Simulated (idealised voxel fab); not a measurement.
The following process module bears the name voxel fin reveal.
Square cells of 5 nm make up the cross-section cut, whose width is 175 nm.
Cross-sections here: square-cell grids, written as top-down lists of bands, a band being one or more rows of cells.
Basically the band line says how high the top is and how high the bottom is, in nm, and then what's in it from left to right, every material with its width in nm. Empty space shows up as "air", and if a single material carries "throughout" it runs the full band edge to edge.
It should be noted that heights are counted from 0, beneath which the wafer as supplied is of one material throughout, and that the lowest band possesses no lower boundary but continues downward, as written in "0 -> down".
It should be noted that a width expressed as "30 to 40" varies in equal increments from row to row of cells within the band, taking the value of the first number at the top row and that of the second number at the bottom row.
Where the words "no modifications" appear for a step, the cross-section shows no cell changed by that step; every cell remained as before.
Basically, "Closed empty spaces" tells you about the enclosed voids: empty spaces with no open way to the top, 8 cells or bigger, each written width x height at distance, where distance is from the left edge, all in nm.
That trailing text on a step's line, after the settings, is the simulator's own remark on the step.
What "overlay nm" on a step's line means: if the step has a mask, that mask lay this far to the right of its planned place, or, when the value is negative, to the left.
**The process steps that were planned are listed below**
1 RECEIVE,material Si
2 CONFORMAL_DEP,material SiN,thk nm 10
3 MASKED_ETCH,tone cover,mask id FINS,width nm 15,pitch nm 35,etch materials SiN,depth nm 10,overlay nm 0
4 MASKED_ETCH,tone cover,mask id FINS,width nm 15,pitch nm 35,etch materials Si,depth nm 35,overlay nm 0
5 OXIDIZE,depth nm 5
6 FILL_DEP,material SiO2,thk nm 15
7 CMP,height nm 10
8 SELECTIVE_ETCH,etch materials SiO2,depth nm 30
9 STRIP,etch materials SiN
**So this is the incoming wafer in cross-section - it's already been through step 1**
  0 -> down = Si throughout
  Closed empty spaces: none
**Module complete, cross-section. Starting point and plan per above. One mistake made in running the module**
  -5 -> -20 = air: 65, Si: 5, air: 30, Si: 5, air: 70
  -20 -> -40 = SiO2: 65, Si: 5, SiO2: 30, Si: 5, SiO2: 70
  -40 -> down = Si throughout
  Closed empty spaces: none
Heads up, the wafer didn't run the way we planned it: step 2 of the plan was bypassed and not carried out
